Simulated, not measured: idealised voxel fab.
Process module under the name voxel capacitor over wiring
It is cross-section cut that appears here, measuring 230 nm in width, its square cells being 5 nm in size.
Notation: cross-section as square-cell grid; stated in bands, top first, going down; one or more cell rows per band. It is stipulated that each band's entry specify, in nanometres, the height of the top of the band and then that of its bottom, followed by the materials of the band in left-to-right sequence, each together with its width in nanometres. A single material marked by the word "full width" is understood to fill the band from edge to edge; the word "empty" is understood to denote empty space. Zero point of the height axis is 0; under it, received wafer = one material. Lowest band: continues down indefinitely, "0 and below". Note: "30->40" means the width goes from the first number (top row of the band) to the second number (bottom row) in equal steps per row of cells. Key: "no modification" - step with no changed cell in the cross-section. You'll see "Enclosed void list" listing empty spaces that have no way open to the top, as long as they're 8 cells or more; the notation is width x height at distance, where the distance is from the left edge, and all of it is in nm. Post-settings text on a step line: simulator's own remark regarding the step. "overlay nm", when on a step's line for a step with a mask, measures how far to the right of its planned place the mask lay; a negative measure means to the left. How should the pairs below be read? Each gives the cross-section before one process step and the cross-section after it, the latter drawn only to the lowest band that changed; the step that lies between them, with its settings, appears under the pair. Does a pair pick up where the pair above left off? Only where its entry headed "Incoming profile" says so, since pairs can come from different runs of this module on the same starting wafer.

## Incoming profile
- 70 down to 65: TiN full width
- 65 down to 45: 75 SiO2, 5 TiN, 5 W, 5 TiN, 140 SiO2
- 45 down to 40: 75 SiCN, 15 TiN, 140 SiCN
- 40 down to 35: 60 SiCN, 35 Ru, 40 SiCN, 35 Ru, 60 SiCN
- 35 down to 30: 65 SiCN, 25 TiN, 50 SiCN, 25 TiN, 65 SiCN
- 30 down to 0: SiO2 full width
- 0 and below: Si full width
- Enclosed void list: none

## Post-Step Snapshot
- 75 down to 70: HfO2 full width
- below 70: unchanged
- Enclosed void list: none
Intermediate step for the cross-sections above: DIRECTIONAL_DEP [material HfO2] [thk nm 5]

Incoming profile: refer to the pair immediately above; the cross-section shown after its step is the state before this one.

## Post-Step Snapshot
- 80 down to 75: TiN full width
- below 75: unchanged
- Enclosed void list: none
Intermediate step for the cross-sections above: DIRECTIONAL_DEP [material TiN] [thk nm 5]

Incoming profile: refer to the pair immediately above; the cross-section shown after its step is the state before this one.

## Post-Step Snapshot
- 80 down to 75: 75 empty, 55 TiN, 100 empty
- below 75: unchanged
- Enclosed void list: none
Intermediate step for the cross-sections above: MASKED_ETCH [tone cover] [mask id UPPER_PLATE] [width nm 55] [etch materials TiN] [depth nm 5] [overlay nm 0]

Incoming profile: refer to the pair immediately above; the cross-section shown after its step is the state before this one.

## Post-Step Snapshot
- 80 down to 75: 75 empty, 55 TiN, 100 empty
- 75 down to 70: 75 empty, 55 HfO2, 100 empty
- below 70: unchanged
- Enclosed void list: none
Intermediate step for the cross-sections above: MASKED_ETCH [tone cover] [mask id UPPER_PLATE] [width nm 55] [etch materials HfO2] [depth nm 5] [overlay nm 0]

Incoming profile: refer to the pair immediately above; the cross-section shown after its step is the state before this one.

## Post-Step Snapshot
- 80 down to 75: 75 empty, 55 TiN, 100 empty
- 75 down to 70: 75 empty, 55 HfO2, 100 empty
- 70 down to 65: 70 empty, 65 TiN, 95 empty
- below 65: unchanged
- Enclosed void list: none
Intermediate step for the cross-sections above: MASKED_ETCH [tone cover] [mask id LOWER_PLATE] [width nm 65] [etch materials TiN] [depth nm 5] [overlay nm 0]

Incoming profile: refer to the pair immediately above; the cross-section shown after its step is the state before this one.

## Post-Step Snapshot
- 95 down to 80: SiO2 full width
- 80 down to 75: 75 SiO2, 55 TiN, 100 SiO2
- 75 down to 70: 75 SiO2, 55 HfO2, 100 SiO2
- 70 down to 65: 70 SiO2, 65 TiN, 95 SiO2
- below 65: unchanged
- Enclosed void list: none
Intermediate step for the cross-sections above: FILL_DEP [material SiO2] [thk nm 15]

Incoming profile: refer to the pair immediately above; the cross-section shown after its step is the state before this one.

## Post-Step Snapshot
- 90 down to 80: SiO2 full width
- below 80: unchanged
- Enclosed void list: none
Intermediate step for the cross-sections above: CMP [height nm 90]

Incoming profile: refer to the pair immediately above; the cross-section shown after its step is the state before this one.

## Post-Step Snapshot
- 90 down to 80: 85 SiO2, 15 empty, 130 SiO2
- below 80: unchanged
- Enclosed void list: none
Intermediate step for the cross-sections above: MASKED_ETCH [tone open] [mask id PLUG_2] [width nm 15] [etch materials SiO2] [depth nm 10] [overlay nm 0]

Incoming profile: refer to the pair immediately above; the cross-section shown after its step is the state before this one.

## Post-Step Snapshot
- 95 down to 90: 90 TiN, 5 empty, 135 TiN
- 90 down to 85: 85 SiO2, 5 TiN, 5 empty, 5 TiN, 130 SiO2
- 85 down to 75: 85->75 SiO2, 15->55 TiN, 130->100 SiO2
- below 75: unchanged
- Enclosed void list: none
Intermediate step for the cross-sections above: CONFORMAL_DEP [material TiN] [thk nm 5]

Incoming profile: refer to the pair immediately above; the cross-section shown after its step is the state before this one.

## Post-Step Snapshot
- 100 down to 95: Cu full width
- 95 down to 90: 90 TiN, 5 Cu, 135 TiN
- 90 down to 85: 85 SiO2, 5 TiN, 5 Cu, 5 TiN, 130 SiO2
- below 85: unchanged
- Enclosed void list: none
Intermediate step for the cross-sections above: FILL_DEP [material Cu] [thk nm 5]

Incoming profile: refer to the pair immediately above; the cross-section shown after its step is the state before this one.

## Post-Step Snapshot
- 90 down to 85: 85 SiO2, 5 TiN, 5 Cu, 5 TiN, 130 SiO2
- below 85: unchanged
- Enclosed void list: none
Intermediate step for the cross-sections above: CMP [height nm 90]

Incoming profile: refer to the pair immediately above; the cross-section shown after its step is the state before this one.

## Post-Step Snapshot
- 95 down to 90: SiN full width
- below 90: unchanged
- Enclosed void list: none
Intermediate step for the cross-sections above: CONFORMAL_DEP [material SiN] [thk nm 5]

## Incoming profile
- 15 down to 0: SiO2 full width
- 0 and below: Si full width
- Enclosed void list: none

## Post-Step Snapshot
- 30 down to 15: lowk full width
- below 15: unchanged
- Enclosed void list: none
Intermediate step for the cross-sections above: DIRECTIONAL_DEP [material lowk] [thk nm 15]

Incoming profile: refer to the pair immediately above; the cross-section shown after its step is the state before this one.

## Post-Step Snapshot
- 35 down to 30: SiCN full width
- below 30: unchanged
- Enclosed void list: none
Intermediate step for the cross-sections above: CONFORMAL_DEP [material SiCN] [thk nm 5]

Incoming profile: refer to the pair immediately above; the cross-section shown after its step is the state before this one.

## Post-Step Snapshot
- 50 down to 35: 65 resist, 25 empty, 50 resist, 25 empty, 65 resist
- below 35: unchanged
- Enclosed void list: none
Intermediate step for the cross-sections above: PATTERN [tone open] [mask id METAL_1] [material resist] [width nm 25] [pitch nm 75] [thk nm 15] [overlay nm 0]

Incoming profile: refer to the pair immediately above; the cross-section shown after its step is the state before this one.

## Post-Step Snapshot
- 50 down to 35: 65 resist, 25 empty, 50 resist, 25 empty, 65 resist
- 35 down to 30: 65 SiCN, 25 empty, 50 SiCN, 25 empty, 65 SiCN
- below 30: unchanged
- Enclosed void list: none
Intermediate step for the cross-sections above: DIRECTIONAL_ETCH [etch materials SiCN] [depth nm 5]

Incoming profile: refer to the pair immediately above; the cross-section shown after its step is the state before this one.

## Post-Step Snapshot
- 35 down to 30: 65 SiCN, 25 empty, 50 SiCN, 25 empty, 65 SiCN
- below 30: unchanged
- Enclosed void list: none
Intermediate step for the cross-sections above: STRIP [etch materials resist]

Incoming profile: refer to the pair immediately above; the cross-section shown after its step is the state before this one.

## Post-Step Snapshot
- 40 down to 35: 70 TiN, 15 empty, 60 TiN, 15 empty, 70 TiN
- 35 down to 30: 65 SiCN, 25 TiN, 50 SiCN, 25 TiN, 65 SiCN
- below 30: unchanged
- Enclosed void list: none
Intermediate step for the cross-sections above: CONFORMAL_DEP [material TiN] [thk nm 5]

Incoming profile: refer to the pair immediately above; the cross-section shown after its step is the state before this one.

## Post-Step Snapshot
- 45 down to 40: Ru full width
- 40 down to 35: 70 TiN, 15 Ru, 60 TiN, 15 Ru, 70 TiN
- below 35: unchanged
- Enclosed void list: none
Intermediate step for the cross-sections above: FILL_DEP [material Ru] [thk nm 5]

Incoming profile: refer to the pair immediately above; the cross-section shown after its step is the state before this one.

## Post-Step Snapshot
- 35 down to 30: 65 SiCN, 25 TiN, 50 SiCN, 25 TiN, 65 SiCN
- below 30: unchanged
- Enclosed void list: none
Intermediate step for the cross-sections above: CMP [height nm 35]

Incoming profile: refer to the pair immediately above; the cross-section shown after its step is the state before this one.

## Post-Step Snapshot
- 40 down to 35: 60 empty, 35 Ru, 40 empty, 35 Ru, 60 empty
- below 35: unchanged
- Enclosed void list: none
Intermediate step for the cross-sections above: EPI [material Ru] [thk nm 5]

Incoming profile: refer to the pair immediately above; the cross-section shown after its step is the state before this one.

## Post-Step Snapshot
- 45 down to 40: SiCN full width
- 40 down to 35: 60 SiCN, 35 Ru, 40 SiCN, 35 Ru, 60 SiCN
- below 35: unchanged
- Enclosed void list: none
Intermediate step for the cross-sections above: FILL_DEP [material SiCN] [thk nm 5]

Incoming profile: refer to the pair immediately above; the cross-section shown after its step is the state before this one.

## Post-Step Snapshot
- 65 down to 45: SiO2 full width
- below 45: unchanged
- Enclosed void list: none
Intermediate step for the cross-sections above: DIRECTIONAL_DEP [material SiO2] [thk nm 20]

Incoming profile: refer to the pair immediately above; the cross-section shown after its step is the state before this one.

## Post-Step Snapshot
- 75 down to 65: aC full width
- below 65: unchanged
- Enclosed void list: none
Intermediate step for the cross-sections above: DIRECTIONAL_DEP [material aC] [thk nm 10]

Incoming profile: refer to the pair immediately above; the cross-section shown after its step is the state before this one.

## Post-Step Snapshot
- 105 down to 75: 75 resist, 15 empty, 140 resist
- below 75: unchanged
- Enclosed void list: none
Intermediate step for the cross-sections above: PATTERN [tone open] [mask id PLUG_1] [material resist] [width nm 15] [thk nm 30] [overlay nm 0]

Incoming profile: refer to the pair immediately above; the cross-section shown after its step is the state before this one.

## Post-Step Snapshot
- 95 down to 75: 75 resist, 15 empty, 140 resist
- 75 down to 65: 75 aC, 15 empty, 140 aC
- below 65: unchanged
- Enclosed void list: none
Intermediate step for the cross-sections above: DIRECTIONAL_ETCH [etch materials aC] [depth nm 10]

Incoming profile: refer to the pair immediately above; the cross-section shown after its step is the state before this one.

## Post-Step Snapshot
- 75 down to 65: 75 aC, 15 empty, 140 aC
- below 65: unchanged
- Enclosed void list: none
Intermediate step for the cross-sections above: STRIP [etch materials resist]

Incoming profile: refer to the pair immediately above; the cross-section shown after its step is the state before this one.

## Post-Step Snapshot
- 75 down to 65: 75 aC, 15 empty, 140 aC
- 65 down to 45: 75 SiO2, 15 empty, 140 SiO2
- below 45: unchanged
- Enclosed void list: none
Intermediate step for the cross-sections above: DIRECTIONAL_ETCH [etch materials SiO2] [depth nm 20]

Incoming profile: refer to the pair immediately above; the cross-section shown after its step is the state before this one.

## Post-Step Snapshot
- 75 down to 65: 75 aC, 15 empty, 140 aC
- 65 down to 45: 75 SiO2, 15 empty, 140 SiO2
- 45 down to 40: 75 SiCN, 15 empty, 140 SiCN
- below 40: unchanged
- Enclosed void list: none
Intermediate step for the cross-sections above: DIRECTIONAL_ETCH [etch materials SiCN] [depth nm 5]

Incoming profile: refer to the pair immediately above; the cross-section shown after its step is the state before this one.

## Post-Step Snapshot
- 65 down to 45: 75 SiO2, 15 empty, 140 SiO2
- below 45: unchanged
- Enclosed void list: none
Intermediate step for the cross-sections above: STRIP [etch materials aC]

Incoming profile: refer to the pair immediately above; the cross-section shown after its step is the state before this one.

## Post-Step Snapshot
- 70 down to 65: 80 TiN, 5 empty, 145 TiN
- 65 down to 45: 75 SiO2, 5 TiN, 5 empty, 5 TiN, 140 SiO2
- 45 down to 40: 75 SiCN, 15 TiN, 140 SiCN
- below 40: unchanged
- Enclosed void list: none
Intermediate step for the cross-sections above: CONFORMAL_DEP [material TiN] [thk nm 5]

Incoming profile: refer to the pair immediately above; the cross-section shown after its step is the state before this one.

## Post-Step Snapshot
- 80 down to 70: W full width
- 70 down to 65: 80 TiN, 5 W, 145 TiN
- 65 down to 45: 75 SiO2, 5 TiN, 5 W, 5 TiN, 140 SiO2
- below 45: unchanged
- Enclosed void list: none
Intermediate step for the cross-sections above: FILL_DEP [material W] [thk nm 10]

Incoming profile: refer to the pair immediately above; the cross-section shown after its step is the state before this one.

## Post-Step Snapshot
- 65 down to 45: 75 SiO2, 5 TiN, 5 W, 5 TiN, 140 SiO2
- below 45: unchanged
- Enclosed void list: none
Intermediate step for the cross-sections above: CMP [height nm 65]

Incoming profile: refer to the pair immediately above; the cross-section shown after its step is the state before this one.

## Post-Step Snapshot
- 70 down to 65: TiN full width
- below 65: unchanged
- Enclosed void list: none
Intermediate step for the cross-sections above: DIRECTIONAL_DEP [material TiN] [thk nm 5]

Incoming profile: refer to the pair immediately above; the cross-section shown after its step is the state before this one.

## Post-Step Snapshot
- 75 down to 70: HfO2 full width
- below 70: unchanged
- Enclosed void list: none
Intermediate step for the cross-sections above: DIRECTIONAL_DEP [material HfO2] [thk nm 5]

Incoming profile: refer to the pair immediately above; the cross-section shown after its step is the state before this one.

## Post-Step Snapshot
- 80 down to 75: TiN full width
- below 75: unchanged
- Enclosed void list: none
Intermediate step for the cross-sections above: DIRECTIONAL_DEP [material TiN] [thk nm 5]

Incoming profile: refer to the pair immediately above; the cross-section shown after its step is the state before this one.

## Post-Step Snapshot
- 80 down to 75: 75 empty, 55 TiN, 100 empty
- below 75: unchanged
- Enclosed void list: none
Intermediate step for the cross-sections above: MASKED_ETCH [tone cover] [mask id UPPER_PLATE] [width nm 55] [etch materials TiN] [depth nm 5] [overlay nm 0]

Incoming profile: refer to the pair immediately above; the cross-section shown after its step is the state before this one.

## Post-Step Snapshot
- 80 down to 75: 75 empty, 55 TiN, 100 empty
- 75 down to 70: 75 empty, 55 HfO2, 100 empty
- below 70: unchanged
- Enclosed void list: none
Intermediate step for the cross-sections above: MASKED_ETCH [tone cover] [mask id UPPER_PLATE] [width nm 55] [etch materials HfO2] [depth nm 5] [overlay nm 0]

Incoming profile: refer to the pair immediately above; the cross-section shown after its step is the state before this one.

## Post-Step Snapshot
- 80 down to 75: 75 empty, 55 TiN, 100 empty
- 75 down to 70: 75 empty, 55 HfO2, 100 empty
- 70 down to 65: 70 empty, 65 TiN, 95 empty
- below 65: unchanged
- Enclosed void list: none
Intermediate step for the cross-sections above: MASKED_ETCH [tone cover] [mask id LOWER_PLATE] [width nm 65] [etch materials TiN] [depth nm 5] [overlay nm 0]

Incoming profile: refer to the pair immediately above; the cross-section shown after its step is the state before this one.

## Post-Step Snapshot
- 95 down to 80: SiO2 full width
- 80 down to 75: 75 SiO2, 55 TiN, 100 SiO2
- 75 down to 70: 75 SiO2, 55 HfO2, 100 SiO2
- 70 down to 65: 70 SiO2, 65 TiN, 95 SiO2
- below 65: unchanged
- Enclosed void list: none
Intermediate step for the cross-sections above: FILL_DEP [material SiO2] [thk nm 15]

Incoming profile: refer to the pair immediately above; the cross-section shown after its step is the state before this one.

## Post-Step Snapshot
- 90 down to 80: SiO2 full width
- below 80: unchanged
- Enclosed void list: none
Intermediate step for the cross-sections above: CMP [height nm 90]

Incoming profile: refer to the pair immediately above; the cross-section shown after its step is the state before this one.

## Post-Step Snapshot
- 90 down to 80: 85 SiO2, 15 empty, 130 SiO2
- below 80: unchanged
- Enclosed void list: none
Intermediate step for the cross-sections above: MASKED_ETCH [tone open] [mask id PLUG_2] [width nm 15] [etch materials SiO2] [depth nm 10] [overlay nm 0]

Incoming profile: refer to the pair immediately above; the cross-section shown after its step is the state before this one.

## Post-Step Snapshot
- 95 down to 90: 90 TiN, 5 empty, 135 TiN
- 90 down to 85: 85 SiO2, 5 TiN, 5 empty, 5 TiN, 130 SiO2
- 85 down to 75: 85->75 SiO2, 15->55 TiN, 130->100 SiO2
- below 75: unchanged
- Enclosed void list: none
Intermediate step for the cross-sections above: CONFORMAL_DEP [material TiN] [thk nm 5]

Incoming profile: refer to the pair immediately above; the cross-section shown after its step is the state before this one.

## Post-Step Snapshot
- 100 down to 95: Cu full width
- 95 down to 90: 90 TiN, 5 Cu, 135 TiN
- 90 down to 85: 85 SiO2, 5 TiN, 5 Cu, 5 TiN, 130 SiO2
- below 85: unchanged
- Enclosed void list: none
Intermediate step for the cross-sections above: FILL_DEP [material Cu] [thk nm 5]

Incoming profile: refer to the pair immediately above; the cross-section shown after its step is the state before this one.

## Post-Step Snapshot
- 90 down to 85: 85 SiO2, 5 TiN, 5 Cu, 5 TiN, 130 SiO2
- below 85: unchanged
- Enclosed void list: none
Intermediate step for the cross-sections above: CMP [height nm 90]

Incoming profile: refer to the pair immediately above; the cross-section shown after its step is the state before this one.

## Post-Step Snapshot
- 95 down to 90: SiN full width
- below 90: unchanged
- Enclosed void list: none
Intermediate step for the cross-sections above: CONFORMAL_DEP [material SiN] [thk nm 5]

## Incoming profile
- 95 down to 80: SiO2 full width
- 80 down to 75: 75 SiO2, 55 TiN, 100 SiO2
- 75 down to 70: 75 SiO2, 55 HfO2, 100 SiO2
- 70 down to 65: 70 SiO2, 65 TiN, 95 SiO2
- 65 down to 45: 75 SiO2, 5 TiN, 5 W, 5 TiN, 140 SiO2
- 45 down to 40: 75 SiCN, 15 TiN, 140 SiCN
- 40 down to 35: 60 SiCN, 35 Ru, 40 SiCN, 35 Ru, 60 SiCN
- 35 down to 20: 65 lowk, 5 TiN, 15 Ru, 5 TiN, 50 lowk, 5 TiN, 15 Ru, 5 TiN, 65 lowk
- 20 down to 15: 65 SiCN, 25 TiN, 50 SiCN, 25 TiN, 65 SiCN
- 15 down to 0: SiO2 full width
- 0 and below: Si full width
- Enclosed void list: none

## Post-Step Snapshot
- 85 down to 80: SiO2 full width
- below 80: unchanged
- Enclosed void list: none
Intermediate step for the cross-sections above: CMP [height nm 85]

Incoming profile: refer to the pair immediately above; the cross-section shown after its step is the state before this one.

## Post-Step Snapshot
- 85 down to 80: 85 SiO2, 15 empty, 130 SiO2
- below 80: unchanged
- Enclosed void list: none
Intermediate step for the cross-sections above: MASKED_ETCH [tone open] [mask id PLUG_2] [width nm 15] [etch materials SiO2] [depth nm 10] [overlay nm 0]

Incoming profile: refer to the pair immediately above; the cross-section shown after its step is the state before this one.

## Post-Step Snapshot
- 90 down to 85: 90 TiN, 5 empty, 135 TiN
- 85 down to 75: 85->75 SiO2, 15->55 TiN, 130->100 SiO2
- below 75: unchanged
- Enclosed void list: none
Intermediate step for the cross-sections above: CONFORMAL_DEP [material TiN] [thk nm 5]

Incoming profile: refer to the pair immediately above; the cross-section shown after its step is the state before this one.

## Post-Step Snapshot
- 95 down to 90: Cu full width
- 90 down to 85: 90 TiN, 5 Cu, 135 TiN
- below 85: unchanged
- Enclosed void list: none
Intermediate step for the cross-sections above: FILL_DEP [material Cu] [thk nm 5]

Incoming profile: refer to the pair immediately above; the cross-section shown after its step is the state before this one.

## Post-Step Snapshot
- 90 down to 85: 90 TiN, 5 Cu, 135 TiN
- below 85: unchanged
- Enclosed void list: none
Intermediate step for the cross-sections above: CMP [height nm 90]

Incoming profile: refer to the pair immediately above; the cross-section shown after its step is the state before this one.

## Post-Step Snapshot
- 95 down to 90: SiN full width
- below 90: unchanged
- Enclosed void list: none
Intermediate step for the cross-sections above: CONFORMAL_DEP [material SiN] [thk nm 5]

## Incoming profile
- 35 down to 20: lowk full width
- 20 down to 15: SiCN full width
- 15 down to 0: SiO2 full width
- 0 and below: Si full width
- Enclosed void list: none

## Post-Step Snapshot
- 50 down to 35: 65 resist, 30 empty, 45 resist, 30 empty, 60 resist
- below 35: unchanged
- Enclosed void list: none
Intermediate step for the cross-sections above: PATTERN [tone open] [mask id METAL_1] [material resist] [width nm 30] [pitch nm 75] [thk nm 15] [overlay nm 0]

Incoming profile: refer to the pair immediately above; the cross-section shown after its step is the state before this one.

## Post-Step Snapshot
- 50 down to 35: 65 resist, 30 empty, 45 resist, 30 empty, 60 resist
- 35 down to 20: 65 lowk, 30 empty, 45 lowk, 30 empty, 60 lowk
- below 20: unchanged
- Enclosed void list: none
Intermediate step for the cross-sections above: DIRECTIONAL_ETCH [etch materials lowk] [depth nm 15]

Incoming profile: refer to the pair immediately above; the cross-section shown after its step is the state before this one.

## Post-Step Snapshot
- 50 down to 35: 65 resist, 30 empty, 45 resist, 30 empty, 60 resist
- 35 down to 20: 65 lowk, 30 empty, 45 lowk, 30 empty, 60 lowk
- 20 down to 15: 65 SiCN, 30 empty, 45 SiCN, 30 empty, 60 SiCN
- below 15: unchanged
- Enclosed void list: none
Intermediate step for the cross-sections above: DIRECTIONAL_ETCH [etch materials SiCN] [depth nm 5]

Incoming profile: refer to the pair immediately above; the cross-section shown after its step is the state before this one.

## Post-Step Snapshot
- 35 down to 20: 65 lowk, 30 empty, 45 lowk, 30 empty, 60 lowk
- below 20: unchanged
- Enclosed void list: none
Intermediate step for the cross-sections above: STRIP [etch materials resist]

Incoming profile: refer to the pair immediately above; the cross-section shown after its step is the state before this one.

## Post-Step Snapshot
- 40 down to 35: 70 TiN, 20 empty, 55 TiN, 20 empty, 65 TiN
- 35 down to 20: 65 lowk, 5 TiN, 20 empty, 5 TiN, 45 lowk, 5 TiN, 20 empty, 5 TiN, 60 lowk
- 20 down to 15: 65 SiCN, 30 TiN, 45 SiCN, 30 TiN, 60 SiCN
- below 15: unchanged
- Enclosed void list: none
Intermediate step for the cross-sections above: CONFORMAL_DEP [material TiN] [thk nm 5]

Incoming profile: refer to the pair immediately above; the cross-section shown after its step is the state before this one.

## Post-Step Snapshot
- 45 down to 40: Ru full width
- 40 down to 35: 70 TiN, 20 Ru, 55 TiN, 20 Ru, 65 TiN
- 35 down to 20: 65 lowk, 5 TiN, 20 Ru, 5 TiN, 45 lowk, 5 TiN, 20 Ru, 5 TiN, 60 lowk
- below 20: unchanged
- Enclosed void list: none
Intermediate step for the cross-sections above: FILL_DEP [material Ru] [thk nm 5]

Incoming profile: refer to the pair immediately above; the cross-section shown after its step is the state before this one.

## Post-Step Snapshot
- 35 down to 20: 65 lowk, 5 TiN, 20 Ru, 5 TiN, 45 lowk, 5 TiN, 20 Ru, 5 TiN, 60 lowk
- below 20: unchanged
- Enclosed void list: none
Intermediate step for the cross-sections above: CMP [height nm 35]

Incoming profile: refer to the pair immediately above; the cross-section shown after its step is the state before this one.

## Post-Step Snapshot
- 40 down to 35: 60 empty, 40 Ru, 35 empty, 40 Ru, 55 empty
- below 35: unchanged
- Enclosed void list: none
Intermediate step for the cross-sections above: EPI [material Ru] [thk nm 5]

Incoming profile: refer to the pair immediately above; the cross-section shown after its step is the state before this one.

## Post-Step Snapshot
- 45 down to 40: SiCN full width
- 40 down to 35: 60 SiCN, 40 Ru, 35 SiCN, 40 Ru, 55 SiCN
- below 35: unchanged
- Enclosed void list: none
Intermediate step for the cross-sections above: FILL_DEP [material SiCN] [thk nm 5]

Incoming profile: refer to the pair immediately above; the cross-section shown after its step is the state before this one.

## Post-Step Snapshot
- 65 down to 45: SiO2 full width
- below 45: unchanged
- Enclosed void list: none
Intermediate step for the cross-sections above: DIRECTIONAL_DEP [material SiO2] [thk nm 20]

Incoming profile: refer to the pair immediately above; the cross-section shown after its step is the state before this one.

## Post-Step Snapshot
- 75 down to 65: aC full width
- below 65: unchanged
- Enclosed void list: none
Intermediate step for the cross-sections above: DIRECTIONAL_DEP [material aC] [thk nm 10]

Incoming profile: refer to the pair immediately above; the cross-section shown after its step is the state before this one.

## Post-Step Snapshot
- 105 down to 75: 75 resist, 15 empty, 140 resist
- below 75: unchanged
- Enclosed void list: none
Intermediate step for the cross-sections above: PATTERN [tone open] [mask id PLUG_1] [material resist] [width nm 15] [thk nm 30] [overlay nm 0]

Incoming profile: refer to the pair immediately above; the cross-section shown after its step is the state before this one.

## Post-Step Snapshot
- 95 down to 75: 75 resist, 15 empty, 140 resist
- 75 down to 65: 75 aC, 15 empty, 140 aC
- below 65: unchanged
- Enclosed void list: none
Intermediate step for the cross-sections above: DIRECTIONAL_ETCH [etch materials aC] [depth nm 10]

Incoming profile: refer to the pair immediately above; the cross-section shown after its step is the state before this one.

## Post-Step Snapshot
- 75 down to 65: 75 aC, 15 empty, 140 aC
- below 65: unchanged
- Enclosed void list: none
Intermediate step for the cross-sections above: STRIP [etch materials resist]

Incoming profile: refer to the pair immediately above; the cross-section shown after its step is the state before this one.

## Post-Step Snapshot
- 75 down to 65: 75 aC, 15 empty, 140 aC
- 65 down to 45: 75 SiO2, 15 empty, 140 SiO2
- below 45: unchanged
- Enclosed void list: none
Intermediate step for the cross-sections above: DIRECTIONAL_ETCH [etch materials SiO2] [depth nm 20]

Incoming profile: refer to the pair immediately above; the cross-section shown after its step is the state before this one.

## Post-Step Snapshot
- 75 down to 65: 75 aC, 15 empty, 140 aC
- 65 down to 45: 75 SiO2, 15 empty, 140 SiO2
- 45 down to 40: 75 SiCN, 15 empty, 140 SiCN
- below 40: unchanged
- Enclosed void list: none
Intermediate step for the cross-sections above: DIRECTIONAL_ETCH [etch materials SiCN] [depth nm 5]

Incoming profile: refer to the pair immediately above; the cross-section shown after its step is the state before this one.

## Post-Step Snapshot
- 65 down to 45: 75 SiO2, 15 empty, 140 SiO2
- below 45: unchanged
- Enclosed void list: none
Intermediate step for the cross-sections above: STRIP [etch materials aC]

Incoming profile: refer to the pair immediately above; the cross-section shown after its step is the state before this one.

## Post-Step Snapshot
- 70 down to 65: 80 TiN, 5 empty, 145 TiN
- 65 down to 45: 75 SiO2, 5 TiN, 5 empty, 5 TiN, 140 SiO2
- 45 down to 40: 75 SiCN, 15 TiN, 140 SiCN
- below 40: unchanged
- Enclosed void list: none
Intermediate step for the cross-sections above: CONFORMAL_DEP [material TiN] [thk nm 5]

Incoming profile: refer to the pair immediately above; the cross-section shown after its step is the state before this one.

## Post-Step Snapshot
- 80 down to 70: W full width
- 70 down to 65: 80 TiN, 5 W, 145 TiN
- 65 down to 45: 75 SiO2, 5 TiN, 5 W, 5 TiN, 140 SiO2
- below 45: unchanged
- Enclosed void list: none
Intermediate step for the cross-sections above: FILL_DEP [material W] [thk nm 10]

Incoming profile: refer to the pair immediately above; the cross-section shown after its step is the state before this one.

## Post-Step Snapshot
- 65 down to 45: 75 SiO2, 5 TiN, 5 W, 5 TiN, 140 SiO2
- below 45: unchanged
- Enclosed void list: none
Intermediate step for the cross-sections above: CMP [height nm 65]

Incoming profile: refer to the pair immediately above; the cross-section shown after its step is the state before this one.

## Post-Step Snapshot
- 70 down to 65: TiN full width
- below 65: unchanged
- Enclosed void list: none
Intermediate step for the cross-sections above: DIRECTIONAL_DEP [material TiN] [thk nm 5]

Incoming profile: refer to the pair immediately above; the cross-section shown after its step is the state before this one.

## Post-Step Snapshot
- 75 down to 70: HfO2 full width
- below 70: unchanged
- Enclosed void list: none
Intermediate step for the cross-sections above: DIRECTIONAL_DEP [material HfO2] [thk nm 5]

Incoming profile: refer to the pair immediately above; the cross-section shown after its step is the state before this one.

## Post-Step Snapshot
- 80 down to 75: TiN full width
- below 75: unchanged
- Enclosed void list: none
Intermediate step for the cross-sections above: DIRECTIONAL_DEP [material TiN] [thk nm 5]

Incoming profile: refer to the pair immediately above; the cross-section shown after its step is the state before this one.

## Post-Step Snapshot
- 80 down to 75: 75 empty, 55 TiN, 100 empty
- below 75: unchanged
- Enclosed void list: none
Intermediate step for the cross-sections above: MASKED_ETCH [tone cover] [mask id UPPER_PLATE] [width nm 55] [etch materials TiN] [depth nm 5] [overlay nm 0]

Incoming profile: refer to the pair immediately above; the cross-section shown after its step is the state before this one.

## Post-Step Snapshot
- 80 down to 75: 75 empty, 55 TiN, 100 empty
- 75 down to 70: 75 empty, 55 HfO2, 100 empty
- below 70: unchanged
- Enclosed void list: none
Intermediate step for the cross-sections above: MASKED_ETCH [tone cover] [mask id UPPER_PLATE] [width nm 55] [etch materials HfO2] [depth nm 5] [overlay nm 0]

Incoming profile: refer to the pair immediately above; the cross-section shown after its step is the state before this one.

## Post-Step Snapshot
- 80 down to 75: 75 empty, 55 TiN, 100 empty
- 75 down to 70: 75 empty, 55 HfO2, 100 empty
- 70 down to 65: 70 empty, 65 TiN, 95 empty
- below 65: unchanged
- Enclosed void list: none
Intermediate step for the cross-sections above: MASKED_ETCH [tone cover] [mask id LOWER_PLATE] [width nm 65] [etch materials TiN] [depth nm 5] [overlay nm 0]

Incoming profile: refer to the pair immediately above; the cross-section shown after its step is the state before this one.

## Post-Step Snapshot
- 95 down to 80: SiO2 full width
- 80 down to 75: 75 SiO2, 55 TiN, 100 SiO2
- 75 down to 70: 75 SiO2, 55 HfO2, 100 SiO2
- 70 down to 65: 70 SiO2, 65 TiN, 95 SiO2
- below 65: unchanged
- Enclosed void list: none
Intermediate step for the cross-sections above: FILL_DEP [material SiO2] [thk nm 15]

Incoming profile: refer to the pair immediately above; the cross-section shown after its step is the state before this one.

## Post-Step Snapshot
- 90 down to 80: SiO2 full width
- below 80: unchanged
- Enclosed void list: none
Intermediate step for the cross-sections above: CMP [height nm 90]

Incoming profile: refer to the pair immediately above; the cross-section shown after its step is the state before this one.

## Post-Step Snapshot
- 90 down to 80: 85 SiO2, 15 empty, 130 SiO2
- below 80: unchanged
- Enclosed void list: none
Intermediate step for the cross-sections above: MASKED_ETCH [tone open] [mask id PLUG_2] [width nm 15] [etch materials SiO2] [depth nm 10] [overlay nm 0]

Incoming profile: refer to the pair immediately above; the cross-section shown after its step is the state before this one.

## Post-Step Snapshot
- 95 down to 90: 90 TiN, 5 empty, 135 TiN
- 90 down to 85: 85 SiO2, 5 TiN, 5 empty, 5 TiN, 130 SiO2
- 85 down to 75: 85->75 SiO2, 15->55 TiN, 130->100 SiO2
- below 75: unchanged
- Enclosed void list: none
Intermediate step for the cross-sections above: CONFORMAL_DEP [material TiN] [thk nm 5]

Incoming profile: refer to the pair immediately above; the cross-section shown after its step is the state before this one.

## Post-Step Snapshot
- 100 down to 95: Cu full width
- 95 down to 90: 90 TiN, 5 Cu, 135 TiN
- 90 down to 85: 85 SiO2, 5 TiN, 5 Cu, 5 TiN, 130 SiO2
- below 85: unchanged
- Enclosed void list: none
Intermediate step for the cross-sections above: FILL_DEP [material Cu] [thk nm 5]
